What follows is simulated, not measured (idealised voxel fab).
process module | voxel transistor to metal
cross-section cut | 205 nm wide | cells 5 nm
A cross-section is a grid of square cells, given in bands from the top down. A band is one or more rows of cells.
Each band's line starts with the height of the band's top and of its bottom, in nm. Then come its materials from left to right, each with its width in nm. One material with "throughout" fills the band from edge to edge. "air" is empty space.
Height 0 is the level under which the wafer as received is all one material. The lowest band goes on downwards, as in "0 down".
A width such as "30 to 40" changes by the same amount from each row of cells to the next, from the band's top row to its bottom row.
"no change" after a step means that no cell of the cross-section changed.
closed voids: empty space of 8 cells or more with no open way to the top, each as width x height at its distance from the left edge, in nm
after a step's settings: what the simulator itself notes on the step
overlay nm, on a step with a mask: how far to the right of its planned place the mask lay; to the left if negative
plan
1 op RECEIVE | material Si
2 op CONFORMAL_DEP | material SiO2 | thk nm 5
3 op CONFORMAL_DEP | material SiN | thk nm 15
4 op DIRECTIONAL_DEP | material aC | thk nm 10
5 op PATTERN | tone cover | mask id ACTIVE | material resist | width nm 120 | thk nm 30 | overlay nm 0
6 op DIRECTIONAL_ETCH | etch materials aC | depth nm 10
7 op STRIP | etch materials resist
8 op DIRECTIONAL_ETCH | etch materials SiN | depth nm 15
9 op DIRECTIONAL_ETCH | etch materials SiO2 | depth nm 5
10 op DIRECTIONAL_ETCH | etch materials Si | depth nm 30
11 op STRIP | etch materials aC
12 op FILL_DEP | material SiO2 | thk nm 5
13 op CMP | height nm 20
14 op SELECTIVE_ETCH | etch materials SiO2 | depth nm 15
15 op STRIP | etch materials SiN
16 op SELECTIVE_ETCH | etch materials SiO2 | depth nm 5
17 op OXIDIZE | depth nm 5
18 op DIRECTIONAL_DEP | material polySi | thk nm 30
19 op DIRECTIONAL_DEP | material SiCN | thk nm 15
20 op DIRECTIONAL_DEP | material aC | thk nm 10
21 op PATTERN | tone cover | mask id GATE | material resist | width nm 20 | thk nm 30 | overlay nm 0
22 op DIRECTIONAL_ETCH | etch materials aC | depth nm 10
23 op STRIP | etch materials resist
24 op DIRECTIONAL_ETCH | etch materials SiCN | depth nm 25
25 op DIRECTIONAL_ETCH | etch materials polySi | depth nm 40
26 op STRIP | etch materials aC
27 op CONFORMAL_DEP | material SiN | thk nm 10
28 op DIRECTIONAL_ETCH | etch materials SiN | depth nm 10
29 op DIRECTIONAL_ETCH | etch materials SiO2 | depth nm 5
30 op EPI | material nSi | thk nm 5
31 op FILL_DEP | material SiO2 | thk nm 5
32 op CMP | height nm 45
33 op DIRECTIONAL_DEP | material SiO2 | thk nm 15
34 op PATTERN | tone open | mask id CONTACT | material resist | width nm 20 | pitch nm 80 | thk nm 15 | overlay nm 0
35 op DIRECTIONAL_ETCH | etch materials SiO2 | depth nm 60
36 op STRIP | etch materials resist
37 op CONFORMAL_DEP | material TiN | thk nm 5
38 op FILL_DEP | material W | thk nm 5
39 op CMP | height nm 60
40 op DIRECTIONAL_DEP | material TiN | thk nm 5
41 op DIRECTIONAL_DEP | material Ru | thk nm 15
42 op MASKED_ETCH | tone cover | mask id METAL_1 | width nm 20 | pitch nm 80 | etch materials Ru | depth nm 15 | overlay nm 0
43 op MASKED_ETCH | tone cover | mask id METAL_1 | width nm 20 | pitch nm 80 | etch materials TiN | depth nm 5 | overlay nm 0
44 op FILL_DEP | material SiO2 | thk nm 5
45 op CMP | height nm 80
46 op CONFORMAL_DEP | material SiCN | thk nm 5
47 op DIRECTIONAL_DEP | material lowk | thk nm 25
48 op PATTERN | tone open | mask id METAL_2_HOLES | material resist | width nm 15 | pitch nm 80 | thk nm 20 | overlay nm 0
49 op DIRECTIONAL_ETCH | etch materials lowk | depth nm 25
50 op STRIP | etch materials resist
51 op MASKED_ETCH | tone open | mask id METAL_2 | width nm 20 | pitch nm 80 | etch materials lowk | depth nm 15 | overlay nm 0
52 op MASKED_ETCH | tone open | mask id METAL_2 | width nm 20 | pitch nm 80 | etch materials SiCN | depth nm 5 | overlay nm 0
53 op CONFORMAL_DEP | material TiN | thk nm 5
54 op FILL_DEP | material Cu | thk nm 10
55 op CMP | height nm 110
56 op CONFORMAL_DEP | material SiN | thk nm 5
first wafer, as planned
as received, after step 1
  0 down: Si throughout
  closed voids: none
after step 2
  5 to 0: SiO2 throughout
  below 0: unchanged
after step 3
  20 to 5: SiN throughout
  below 5: unchanged
after step 4
  30 to 20: aC throughout
  below 20: unchanged
after step 5
  60 to 30: air 40 | resist 120 | air 45
  below 30: unchanged
after step 6
  50 to 30: air 40 | resist 120 | air 45
  30 to 20: air 40 | aC 120 | air 45
  below 20: unchanged
after step 7
  30 to 20: air 40 | aC 120 | air 45
  below 20: unchanged
after step 8
  30 to 20: air 40 | aC 120 | air 45
  20 to 5: air 40 | SiN 120 | air 45
  below 5: unchanged
after step 9
  30 to 20: air 40 | aC 120 | air 45
  20 to 5: air 40 | SiN 120 | air 45
  5 to 0: air 40 | SiO2 120 | air 45
  below 0: unchanged
after step 10
  30 to 20: air 40 | aC 120 | air 45
  20 to 5: air 40 | SiN 120 | air 45
  5 to 0: air 40 | SiO2 120 | air 45
  0 to -30: air 40 | Si 120 | air 45
  below -30: unchanged
after step 11
  20 to 5: air 40 | SiN 120 | air 45
  below 5: unchanged
after step 12
  25 to 20: SiO2 throughout
  20 to 5: SiO2 40 | SiN 120 | SiO2 45
  5 to 0: SiO2 throughout
  0 to -30: SiO2 40 | Si 120 | SiO2 45
  below -30: unchanged
after step 13
  20 to 5: SiO2 40 | SiN 120 | SiO2 45
  below 5: unchanged
after step 14
  20 to 5: air 40 | SiN 120 | air 45
  below 5: unchanged
after step 15
  5 to 0: SiO2 throughout
  below 0: unchanged
after step 16
  0 to -30: SiO2 40 | Si 120 | SiO2 45
  below -30: unchanged
after step 17
  0 to -5: SiO2 throughout
  below -5: unchanged
after step 18
  30 to 0: polySi throughout
  below 0: unchanged
after step 19
  45 to 30: SiCN throughout
  below 30: unchanged
after step 20
  55 to 45: aC throughout
  below 45: unchanged
after step 21
  85 to 55: air 90 | resist 20 | air 95
  below 55: unchanged
after step 22
  75 to 55: air 90 | resist 20 | air 95
  55 to 45: air 90 | aC 20 | air 95
  below 45: unchanged
after step 23
  55 to 45: air 90 | aC 20 | air 95
  below 45: unchanged
after step 24
  55 to 45: air 90 | aC 20 | air 95
  45 to 30: air 90 | SiCN 20 | air 95
  below 30: unchanged
after step 25
  55 to 45: air 90 | aC 20 | air 95
  45 to 30: air 90 | SiCN 20 | air 95
  30 to 0: air 90 | polySi 20 | air 95
  below 0: unchanged
after step 26
  45 to 30: air 90 | SiCN 20 | air 95
  below 30: unchanged
after step 27
  55 to 45: air 80 | SiN 40 | air 85
  45 to 30: air 80 | SiN 10 | SiCN 20 | SiN 10 | air 85
  30 to 10: air 80 | SiN 10 | polySi 20 | SiN 10 | air 85
  10 to 0: SiN 90 | polySi 20 | SiN 95
  below 0: unchanged
after step 28
  45 to 30: air 80 | SiN 10 | SiCN 20 | SiN 10 | air 85
  30 to 0: air 80 | SiN 10 | polySi 20 | SiN 10 | air 85
  below 0: unchanged
after step 29
  45 to 30: air 80 | SiN 10 | SiCN 20 | SiN 10 | air 85
  30 to 0: air 80 | SiN 10 | polySi 20 | SiN 10 | air 85
  0 to -5: air 80 | SiO2 40 | air 85
  below -5: unchanged
after step 30
  45 to 30: air 80 | SiN 10 | SiCN 20 | SiN 10 | air 85
  30 to 0: air 80 | SiN 10 | polySi 20 | SiN 10 | air 85
  0 to -5: air 35 | nSi 45 | SiO2 40 | nSi 45 | air 40
  below -5: unchanged
after step 31
  50 to 45: SiO2 throughout
  45 to 30: SiO2 80 | SiN 10 | SiCN 20 | SiN 10 | SiO2 85
  30 to 0: SiO2 80 | SiN 10 | polySi 20 | SiN 10 | SiO2 85
  0 to -5: SiO2 35 | nSi 45 | SiO2 40 | nSi 45 | SiO2 40
  below -5: unchanged
after step 32
  45 to 30: SiO2 80 | SiN 10 | SiCN 20 | SiN 10 | SiO2 85
  below 30: unchanged
after step 33
  60 to 45: SiO2 throughout
  below 45: unchanged
after step 34
  75 to 60: resist 50 | air 20 | resist 60 | air 20 | resist 55
  below 60: unchanged
after step 35
  75 to 60: resist 50 | air 20 | resist 60 | air 20 | resist 55
  60 to 45: SiO2 50 | air 20 | SiO2 60 | air 20 | SiO2 55
  45 to 30: SiO2 50 | air 20 | SiO2 10 | SiN 10 | SiCN 20 | SiN 10 | SiO2 10 | air 20 | SiO2 55
  30 to 0: SiO2 50 | air 20 | SiO2 10 | SiN 10 | polySi 20 | SiN 10 | SiO2 10 | air 20 | SiO2 55
  below 0: unchanged
after step 36
  60 to 45: SiO2 50 | air 20 | SiO2 60 | air 20 | SiO2 55
  below 45: unchanged
after step 37
  65 to 60: TiN 55 | air 10 | TiN 70 | air 10 | TiN 60
  60 to 45: SiO2 50 | TiN 5 | air 10 | TiN 5 | SiO2 60 | TiN 5 | air 10 | TiN 5 | SiO2 55
  45 to 30: SiO2 50 | TiN 5 | air 10 | TiN 5 | SiO2 10 | SiN 10 | SiCN 20 | SiN 10 | SiO2 10 | TiN 5 | air 10 | TiN 5 | SiO2 55
  30 to 5: SiO2 50 | TiN 5 | air 10 | TiN 5 | SiO2 10 | SiN 10 | polySi 20 | SiN 10 | SiO2 10 | TiN 5 | air 10 | TiN 5 | SiO2 55
  5 to 0: SiO2 50 | TiN 20 | SiO2 10 | SiN 10 | polySi 20 | SiN 10 | SiO2 10 | TiN 20 | SiO2 55
  below 0: unchanged
after step 38
  70 to 65: W throughout
  65 to 60: TiN 55 | W 10 | TiN 70 | W 10 | TiN 60
  60 to 45: SiO2 50 | TiN 5 | W 10 | TiN 5 | SiO2 60 | TiN 5 | W 10 | TiN 5 | SiO2 55
  45 to 30: SiO2 50 | TiN 5 | W 10 | TiN 5 | SiO2 10 | SiN 10 | SiCN 20 | SiN 10 | SiO2 10 | TiN 5 | W 10 | TiN 5 | SiO2 55
  30 to 5: SiO2 50 | TiN 5 | W 10 | TiN 5 | SiO2 10 | SiN 10 | polySi 20 | SiN 10 | SiO2 10 | TiN 5 | W 10 | TiN 5 | SiO2 55
  below 5: unchanged
after step 39
  60 to 45: SiO2 50 | TiN 5 | W 10 | TiN 5 | SiO2 60 | TiN 5 | W 10 | TiN 5 | SiO2 55
  below 45: unchanged
after step 40
  65 to 60: TiN throughout
  below 60: unchanged
after step 41
  80 to 65: Ru throughout
  below 65: unchanged
after step 42
  80 to 65: air 50 | Ru 20 | air 60 | Ru 20 | air 55
  below 65: unchanged
after step 43
  80 to 65: air 50 | Ru 20 | air 60 | Ru 20 | air 55
  65 to 60: air 50 | TiN 20 | air 60 | TiN 20 | air 55
  below 60: unchanged
after step 44
  85 to 80: SiO2 throughout
  80 to 65: SiO2 50 | Ru 20 | SiO2 60 | Ru 20 | SiO2 55
  65 to 60: SiO2 50 | TiN 20 | SiO2 60 | TiN 20 | SiO2 55
  below 60: unchanged
after step 45
  80 to 65: SiO2 50 | Ru 20 | SiO2 60 | Ru 20 | SiO2 55
  below 65: unchanged
after step 46
  85 to 80: SiCN throughout
  below 80: unchanged
after step 47
  110 to 85: lowk throughout
  below 85: unchanged
after step 48
  130 to 110: resist 50 | air 15 | resist 65 | air 15 | resist 60
  below 110: unchanged
after step 49
  130 to 110: resist 50 | air 15 | resist 65 | air 15 | resist 60
  110 to 85: lowk 50 | air 15 | lowk 65 | air 15 | lowk 60
  below 85: unchanged
after step 50
  110 to 85: lowk 50 | air 15 | lowk 65 | air 15 | lowk 60
  below 85: unchanged
after step 51
  110 to 95: lowk 50 | air 20 | lowk 60 | air 20 | lowk 55
  below 95: unchanged
after step 52
  110 to 95: lowk 50 | air 20 | lowk 60 | air 20 | lowk 55
  95 to 85: lowk 50 | air 15 | lowk 65 | air 15 | lowk 60
  85 to 80: SiCN 50 | air 15 | SiCN 65 | air 15 | SiCN 60
  below 80: unchanged
after step 53
  115 to 110: TiN 55 | air 10 | TiN 70 | air 10 | TiN 60
  110 to 100: lowk 50 | TiN 5 | air 10 | TiN 5 | lowk 60 | TiN 5 | air 10 | TiN 5 | lowk 55
  100 to 95: lowk 50 | TiN 5 | air 5 | TiN 10 | lowk 60 | TiN 5 | air 5 | TiN 10 | lowk 55
  95 to 85: lowk 50 | TiN 5 | air 5 | TiN 5 | lowk 65 | TiN 5 | air 5 | TiN 5 | lowk 60
  85 to 80: SiCN 50 | TiN 15 | SiCN 65 | TiN 15 | SiCN 60
  below 80: unchanged
after step 54
  125 to 115: Cu throughout
  115 to 110: TiN 55 | Cu 10 | TiN 70 | Cu 10 | TiN 60
  110 to 100: lowk 50 | TiN 5 | Cu 10 | TiN 5 | lowk 60 | TiN 5 | Cu 10 | TiN 5 | lowk 55
  100 to 95: lowk 50 | TiN 5 | Cu 5 | TiN 10 | lowk 60 | TiN 5 | Cu 5 | TiN 10 | lowk 55
  95 to 85: lowk 50 | TiN 5 | Cu 5 | TiN 5 | lowk 65 | TiN 5 | Cu 5 | TiN 5 | lowk 60
  below 85: unchanged
after step 55
  110 to 100: lowk 50 | TiN 5 | Cu 10 | TiN 5 | lowk 60 | TiN 5 | Cu 10 | TiN 5 | lowk 55
  below 100: unchanged
after step 56
  115 to 110: SiN throughout
  below 110: unchanged
second wafer: like start, like plan, one mistake. Through step 47 it matches the first wafer
when step 48 should have ended
  130 to 110: air 50 | resist 15 | air 65 | resist 15 | air 60
  below 110: unchanged
when step 49 should have ended
  130 to 110: air 50 | resist 15 | air 65 | resist 15 | air 60
  110 to 85: air 50 | lowk 15 | air 65 | lowk 15 | air 60
  below 85: unchanged
when step 50 should have ended
  110 to 85: air 50 | lowk 15 | air 65 | lowk 15 | air 60
  below 85: unchanged
when step 51 should have ended
  95 to 85: air 50 | lowk 15 | air 65 | lowk 15 | air 60
  below 85: unchanged
when step 52 should have ended
  95 to 85: air 50 | lowk 15 | air 65 | lowk 15 | air 60
  85 to 80: SiCN 65 | air 5 | SiCN 75 | air 5 | SiCN 55
  below 80: unchanged
when step 53 should have ended
  100 to 95: air 45 | TiN 25 | air 55 | TiN 25 | air 55
  95 to 90: air 45 | TiN 5 | lowk 15 | TiN 5 | air 55 | TiN 5 | lowk 15 | TiN 5 | air 55
  90 to 85: TiN 50 | lowk 15 | TiN 65 | lowk 15 | TiN 60
  85 to 80: SiCN 65 | TiN 5 | SiCN 75 | TiN 5 | SiCN 55
  below 80: unchanged
when step 54 should have ended
  110 to 100: Cu throughout
  100 to 95: Cu 45 | TiN 25 | Cu 55 | TiN 25 | Cu 55
  95 to 90: Cu 45 | TiN 5 | lowk 15 | TiN 5 | Cu 55 | TiN 5 | lowk 15 | TiN 5 | Cu 55
  below 90: unchanged
when step 55 should have ended: no change
when step 56 should have ended
  115 to 110: SiN throughout
  below 110: unchanged
what went wrong: step 48 ran as: op PATTERN | tone cover | mask id METAL_2_HOLES | material resist | width nm 15 | pitch nm 80 | thk nm 20 | overlay nm 0
at the end the second wafer has, in cells: 130 more of Cu | 4 more of SiCN | 23 more of TiN | 157 fewer of lowk
